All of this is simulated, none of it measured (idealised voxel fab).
process module | voxel capacitor over wiring
Xsec cut, 270 nm wide, square cell size 5 nm.
This document writes a cross-section as a grid whose cells are square, and gives it as bands, listed from the top down; one or more rows of cells form a band.
Basically the band line says how high the top is and how high the bottom is, in nm, and then what's in it from left to right, every material with its width in nm. Empty space shows up as "air", and if a single material carries "throughout" it runs the full band edge to edge.
Convention: height 0 is the level below which the wafer, as received, is all one material. The lowest band does not terminate at the bottom but continues downward, represented as "0 nm and below".
Read "30->40" as a graded width: first number on top, second number at the bottom, same change between each pair of neighbouring rows.
"no change" for a step: no cell of the cross-section changed in that step.
Closed-off voids of 8+ cells (no open route to the top) go in "Catalogued sealed voids", written width x height at distance from the left edge, in nm.
What comes after the settings on a step's line is commentary from the simulator itself on that step.
The "overlay nm" setting may appear on a step's line; for a step that uses a mask, it gives how far to the right of its planned position the mask lay, and a negative value indicates the left.

plan:
1,RECEIVE | material Si
2,CONFORMAL_DEP | material SiO2 | thk nm 15
3,CONFORMAL_DEP | material SiCN | thk nm 5
4,DIRECTIONAL_DEP | material SiO2 | thk nm 25
5,MASKED_ETCH | tone open | mask id METAL_1 | width nm 20 | pitch nm 90 | etch materials SiO2 | depth nm 25 | overlay nm 0
6,MASKED_ETCH | tone open | mask id METAL_1 | width nm 20 | pitch nm 90 | etch materials SiCN | depth nm 5 | overlay nm 0
7,CONFORMAL_DEP | material TiN | thk nm 5
8,FILL_DEP | material Cu | thk nm 10
9,CMP | height nm 45
10,EPI | material Ru | thk nm 5
11,FILL_DEP | material SiCN | thk nm 5
12,DIRECTIONAL_DEP | material lowk | thk nm 10
13,MASKED_ETCH | tone open | mask id PLUG_1 | width nm 15 | etch materials lowk | depth nm 10 | overlay nm 0
14,MASKED_ETCH | tone open | mask id PLUG_1 | width nm 15 | etch materials SiCN | depth nm 5 | overlay nm 0
15,CONFORMAL_DEP | material TiN | thk nm 5
16,FILL_DEP | material W | thk nm 10
17,CMP | height nm 65
18,DIRECTIONAL_DEP | material TiN | thk nm 5
19,DIRECTIONAL_DEP | material HfO2 | thk nm 5
20,DIRECTIONAL_DEP | material TiN | thk nm 10
21,MASKED_ETCH | tone cover | mask id UPPER_PLATE | width nm 75 | etch materials TiN | depth nm 10 | overlay nm 0
22,MASKED_ETCH | tone cover | mask id UPPER_PLATE | width nm 75 | etch materials HfO2 | depth nm 5 | overlay nm 0
23,MASKED_ETCH | tone cover | mask id LOWER_PLATE | width nm 85 | etch materials TiN | depth nm 5 | overlay nm 0
24,FILL_DEP | material SiO2 | thk nm 20
25,CMP | height nm 100
26,MASKED_ETCH | tone open | mask id PLUG_2 | width nm 15 | etch materials SiO2 | depth nm 15 | overlay nm 0
27,CONFORMAL_DEP | material TiN | thk nm 5
28,FILL_DEP | material W | thk nm 10
29,CMP | height nm 100
30,CONFORMAL_DEP | material SiCN | thk nm 5
Where the wafers of this document differ is in the width nm of step 13; they start out the same, and the plan states the value that applied to the first wafer.

The first of several wafers as received, shown in cross-section; this is its state after step 1:
    0 nm and below  Si throughout
    Catalogued sealed voids: none

Post step 30, the closing step of the module: first of several wafers, cross-sectioned:
    105 nm to 100 nm  SiCN throughout
    100 nm to 90 nm  SiO2 (95)  TiN (5)  W (5)  TiN (5)  SiO2 (160)
    90 nm to 85 nm  SiO2 (95)  TiN (15)  SiO2 (160)
    85 nm to 75 nm  SiO2 (85)  TiN (75)  SiO2 (110)
    75 nm to 70 nm  SiO2 (85)  HfO2 (75)  SiO2 (110)
    70 nm to 65 nm  SiO2 (80)  TiN (85)  SiO2 (105)
    65 nm to 55 nm  lowk (85)  TiN (5)  W (5)  TiN (5)  lowk (170)
    55 nm to 50 nm  SiCN (85)  TiN (15)  SiCN (170)
    50 nm to 45 nm  SiCN (75)  Ru (30)  SiCN (60)  Ru (30)  SiCN (75)
    45 nm to 20 nm  SiO2 (80)  TiN (5)  Cu (10)  TiN (5)  SiO2 (70)  TiN (5)  Cu (10)  TiN (5)  SiO2 (80)
    20 nm to 15 nm  SiCN (80)  TiN (20)  SiCN (70)  TiN (20)  SiCN (80)
    15 nm to 0 nm  SiO2 throughout
    0 nm and below  Si throughout
    Catalogued sealed voids: none

Wafer cross-section (last wafer, module end):
    105 nm to 100 nm  SiCN throughout
    100 nm to 90 nm  SiO2 (95)  TiN (5)  W (5)  TiN (5)  SiO2 (160)
    90 nm to 85 nm  SiO2 (95)  TiN (15)  SiO2 (160)
    85 nm to 75 nm  SiO2 (85)  TiN (75)  SiO2 (110)
    75 nm to 70 nm  SiO2 (85)  HfO2 (75)  SiO2 (110)
    70 nm to 65 nm  SiO2 (80)  TiN (85)  SiO2 (105)
    65 nm to 55 nm  lowk (80)  TiN (5->10)  W (20->5)  TiN (5->15)  lowk (160)
    55 nm to 50 nm  SiCN (85)  TiN (15)  SiCN (170)
    50 nm to 45 nm  SiCN (75)  Ru (30)  SiCN (60)  Ru (30)  SiCN (75)
    45 nm to 20 nm  SiO2 (80)  TiN (5)  Cu (10)  TiN (5)  SiO2 (70)  TiN (5)  Cu (10)  TiN (5)  SiO2 (80)
    20 nm to 15 nm  SiCN (80)  TiN (20)  SiCN (70)  TiN (20)  SiCN (80)
    15 nm to 0 nm  SiO2 throughout
    0 nm and below  Si throughout
    Catalogued sealed voids: none

Heads up, this table goes wafer by wafer. A row tells you, at the end of the module, how many cells of each material that wafer has put on (+) or dropped (-) since it was received, and then its closed voids:
width nm 15 | +20 Cu | +15 HfO2 | +12 Ru | +193 SiCN | +699 SiO2 | +89 TiN | +4 W | +102 lowk | Catalogued sealed voids: none
width nm 20 | +20 Cu | +15 HfO2 | +12 Ru | +193 SiCN | +699 SiO2 | +90 TiN | +5 W | +100 lowk | Catalogued sealed voids: none
width nm 25 | +20 Cu | +15 HfO2 | +12 Ru | +193 SiCN | +699 SiO2 | +91 TiN | +6 W | +98 lowk | Catalogued sealed voids: none
width nm 30 | +20 Cu | +15 HfO2 | +12 Ru | +193 SiCN | +699 SiO2 | +92 TiN | +7 W | +96 lowk | Catalogued sealed voids: none
